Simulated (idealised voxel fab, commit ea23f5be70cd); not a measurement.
This is a process module. Its name is voxel self aligned vias.
FYI the section here is cut, 155 nm wide, cells are 5 nm squares.
When this document writes out a cross-section, it uses a grid of square cells and lists it as bands, beginning at the top and moving down, with a band standing for one or more rows of cells. Basically the band line says how high the top is and how high the bottom is, in nm, and then what's in it from left to right, every material with its width in nm. Empty space shows up as "blank", and if a single material carries "throughout" it runs the full band edge to edge. Height datum 0, below which the as-received substrate wafer is one material. Lowest band open at the bottom, running downward: "0..down". Read "30 to 40" as a graded width: first number on top, second number at the bottom, same change between each pair of neighbouring rows. Basically "stayed the same" means that step didn't change any cell in the cross-section. "Internal closed voids" specifies each empty space that is not open to the top and that occupies no fewer than 8 cells, using the form width x height at distance, the distance measured from the left edge and all three quantities in nm. Text after the settings on a step's line: the simulator's own remark on that step. overlay nm: how far to the right of its planned place the mask lay on this masked step (negative: to the left).

List of planned process steps
1. RECEIVE with material Si
2. CONFORMAL_DEP with material SiO2, thk nm 15
3. CONFORMAL_DEP with material SiCN, thk nm 5
4. DIRECTIONAL_DEP with material SiO2, thk nm 20
5. DIRECTIONAL_DEP with material aC, thk nm 15
6. PATTERN with tone open, mask id LINES, material resist, width nm 20, pitch nm 70, thk nm 30, overlay nm 0
7. DIRECTIONAL_ETCH with etch materials aC, depth nm 15
8. STRIP with etch materials resist
9. DIRECTIONAL_ETCH with etch materials SiO2, depth nm 20
10. STRIP with etch materials aC
11. CONFORMAL_DEP with material TiN, thk nm 5
12. FILL_DEP with material W, thk nm 10
13. CMP with height nm 40
14. SELECTIVE_ETCH with etch materials W Ru TiN, depth nm 5
15. FILL_DEP with material SiN, thk nm 10
16. CMP with height nm 40
17. DIRECTIONAL_DEP with material SiO2, thk nm 20
18. DIRECTIONAL_DEP with material aC, thk nm 10
19. PATTERN with tone open, mask id VIAS, material resist, width nm 40, thk nm 30, overlay nm 0
20. DIRECTIONAL_ETCH with etch materials aC, depth nm 10
21. STRIP with etch materials resist
22. DIRECTIONAL_ETCH with etch materials SiO2, depth nm 20
23. DIRECTIONAL_ETCH with etch materials SiN, depth nm 5
24. STRIP with etch materials aC
25. CONFORMAL_DEP with material TiN, thk nm 5
26. FILL_DEP with material Cu, thk nm 5
27. CMP with height nm 60
28. CONFORMAL_DEP with material SiN, thk nm 5

As-received wafer cross-section (after step 1)
  0..down | Si throughout
  Internal closed voids: none

One mistake in running the module, otherwise start and plan as above: cross-section at the end
  65..60 | SiN throughout
  60..45 | 20 of SiO2 | 5 of TiN | 30 of Cu | 5 of TiN | 95 of SiO2
  45..40 | 20 of SiO2 | 15 of TiN | 10 of Cu | 15 of TiN | 95 of SiO2
  40..35 | 30 of SiO2 | 20 of TiN | 50 of SiO2 | 20 of SiN | 35 of SiO2
  35..25 | 30 of SiO2 | 5 of TiN | 10 of W | 5 of TiN | 50 of SiO2 | 5 of TiN | 10 of W | 5 of TiN | 35 of SiO2
  25..20 | 30 of SiO2 | 20 of TiN | 50 of SiO2 | 20 of TiN | 35 of SiO2
  20..0 | SiCN throughout
  0..down | Si throughout
  Internal closed voids: none
Here's what went sideways: off-plan run, step 2, actual operation and settings CONFORMAL_DEP with material SiCN, thk nm 15
